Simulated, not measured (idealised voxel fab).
The name of this process module is voxel self aligned vias.
The width of the displayed cross-section, cut, is 175 nm; its cells are square, with a size of 5 nm.
In this document a cross-section is written as a grid of square cells. It is given as a series of bands, listed from the top down, and a band is one or more rows of cells. Heights first: top, then bottom, in nm. Then materials, left to right, each with a width in nm. "edge to edge" on a single material: fills the band edge to edge. "air": empty space. The reference from which all heights are counted is 0, the level beneath which the as-received wafer is entirely one material; the lowest band, having no lower bound, proceeds downward and is written after the example "0..down". The notation "30..40" denotes a width that varies across the rows of cells in the band, beginning at the first number in the top row, finishing at the second number in the bottom row, and changing by an identical amount from each row to the next. Given "remained the same" for a step, no cell of the cross-section differs between before and after that step. Closed empty spaces (no open way to the top) of 8 cells or more are what "Tabulated closed voids" lists, each as width x height at distance from the left edge, nm for all three. Step line, after settings: the simulator's comment on this step. You can add "overlay nm" to a step's line. For a step with a mask, it describes how far the mask lay to the right of its planned position, and a negative number describes a lay to the left.
LIST OF PLANNED PROCESS STEPS
step 1: RECEIVE, material Si
step 2: CONFORMAL_DEP, material SiO2, thk nm 10
step 3: CONFORMAL_DEP, material SiCN, thk nm 5
step 4: DIRECTIONAL_DEP, material SiO2, thk nm 25
step 5: MASKED_ETCH, tone open, mask id LINES, width nm 25, pitch nm 55, etch materials SiO2, depth nm 25, overlay nm -15
step 6: CONFORMAL_DEP, material TiN, thk nm 5
step 7: FILL_DEP, material W, thk nm 5
step 8: CMP, height nm 40
step 9: SELECTIVE_ETCH, etch materials W Ru TiN, depth nm 5
step 10: FILL_DEP, material SiN, thk nm 5
step 11: CMP, height nm 40
step 12: DIRECTIONAL_DEP, material SiO2, thk nm 15
step 13: DIRECTIONAL_DEP, material aC, thk nm 10
step 14: PATTERN, tone open, mask id VIAS, material resist, width nm 35, pitch nm 55, thk nm 25, overlay nm 0
step 15: DIRECTIONAL_ETCH, etch materials aC, depth nm 10
step 16: STRIP, etch materials resist
step 17: DIRECTIONAL_ETCH, etch materials SiO2, depth nm 15
step 18: DIRECTIONAL_ETCH, etch materials SiN, depth nm 5
step 19: STRIP, etch materials aC
step 20: CONFORMAL_DEP, material TiN, thk nm 5
step 21: FILL_DEP, material Ru, thk nm 5
step 22: CMP, height nm 55
step 23: CONFORMAL_DEP, material SiN, thk nm 5
It is noted that the wafers described herein are identical at the outset and are distinguished by the overlay nm of step 5; the value stated in the plan corresponds to the first wafer.
CROSS-SECTION OF THE FIRST OF SEVERAL WAFERS AS RECEIVED (AFTER STEP 1)
    0..down | Si edge to edge
    Tabulated closed voids: none
SO IN THIS TABLE EVERY WAFER GETS ITS OWN ROW, AND WHAT YOU SEE IS WHERE IT STANDS AT THE END OF THE MODULE: FOR EACH MATERIAL, HOW MANY CELLS IT PICKED UP (+) OR GAVE UP (-) SINCE WE RECEIVED IT, AND AFTER THAT ITS CLOSED VOIDS
overlay nm -15 | +22 Ru | +35 SiCN | +39 SiN | +258 SiO2 | +48 TiN | +18 W | Tabulated closed voids: none
overlay nm -10 | +24 Ru | +35 SiCN | +37 SiN | +258 SiO2 | +48 TiN | +18 W | Tabulated closed voids: none
overlay nm -5 | +26 Ru | +35 SiCN | +35 SiN | +258 SiO2 | +48 TiN | +18 W | Tabulated closed voids: none
overlay nm 0 | +26 Ru | +35 SiCN | +35 SiN | +258 SiO2 | +48 TiN | +18 W | Tabulated closed voids: none
overlay nm 5 | +26 Ru | +35 SiCN | +35 SiN | +258 SiO2 | +48 TiN | +18 W | Tabulated closed voids: none
overlay nm 10 | +24 Ru | +35 SiCN | +37 SiN | +258 SiO2 | +48 TiN | +18 W | Tabulated closed voids: none
overlay nm 15 | +22 Ru | +35 SiCN | +39 SiN | +258 SiO2 | +48 TiN | +18 W | Tabulated closed voids: none
